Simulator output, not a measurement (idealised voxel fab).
The name of this process module is voxel released beams.
For reference, the cross-section in this document is cut, with width 140 nm and square cells of 5 nm.
A cross-section in this document is a grid of square cells, and it is written down as bands, the top band listed before the ones below it; a band is made up of one or more rows of cells. Read a band's entry like this: the first values are the height of its top and the height of its bottom in nm, and what follows is the sequence of materials from left to right, each with its width in nm. Note that "empty" is empty space, and that a single material marked "everywhere" reaches across the band from edge to edge. Heights are reckoned from 0. Under this level, the received wafer is all of one material. The bottommost band is open-ended downward, for example "0 -> down". Per-row width for "30..40": begins at first number (top row of band), ends at second number (bottom row), increment between rows held constant. "changes: none" after a step means that no cell of the cross-section changed. Under "Trapped cavities" you'll find the enclosed gaps, the ones with no way out to the top, that are 8 cells or bigger; each reads width x height at distance, with distance counted from the left edge, everything in nm. On each step's line, the part that comes after the settings is the simulator's own comment on the step. When a step includes a mask, the "overlay nm" setting on its line states how far to the right of its planned place that mask lay, and negative values state how far to the left.
Planned step list for the process
1: RECEIVE, material Si
2: CONFORMAL_DEP, material SiN, thk nm 5
3: DIRECTIONAL_DEP, material SiO2, thk nm 10
4: DIRECTIONAL_DEP, material aC, thk nm 15
5: PATTERN, tone open, mask id ANCHOR, material resist, width nm 25, thk nm 30, overlay nm 0
6: DIRECTIONAL_ETCH, etch materials aC, depth nm 15
7: STRIP, etch materials resist
8: DIRECTIONAL_ETCH, etch materials SiO2, depth nm 10
9: STRIP, etch materials aC
10: CONFORMAL_DEP, material W, thk nm 10
11: MASKED_ETCH, tone cover, mask id BEAM, width nm 70, etch materials W, depth nm 10, overlay nm 0
12: STRIP, etch materials SiO2
Shown in cross-section is the wafer as received, that is, as it stands after step 1
    0 -> down: Si everywhere
    Trapped cavities: none
First of two wafers: cross-section at end of module, run per plan
    25 -> 15: empty=30  W=15  empty=5  W=50  empty=40
    15 -> 5: empty=35  W=25  empty=80
    5 -> 0: SiN everywhere
    0 -> down: Si everywhere
    Trapped cavities: none
Here's the second of our two wafers sectioned at module end. Same start as the first, same plan, but one mistake got made running it
    25 -> 15: empty=30  W=40  empty=70
    15 -> 5: empty=25  W=10  SiO2=25  W=40  empty=40
    5 -> 0: SiN everywhere
    0 -> down: Si everywhere
    Trapped cavities: none
Deviation noted in wafer processing: step 5 ran differently from the plan; actual operation with settings: PATTERN, tone cover, mask id ANCHOR, material resist, width nm 25, thk nm 30, overlay nm 0
Cell-count delta at end, second wafer over first, by material: +10 SiO2
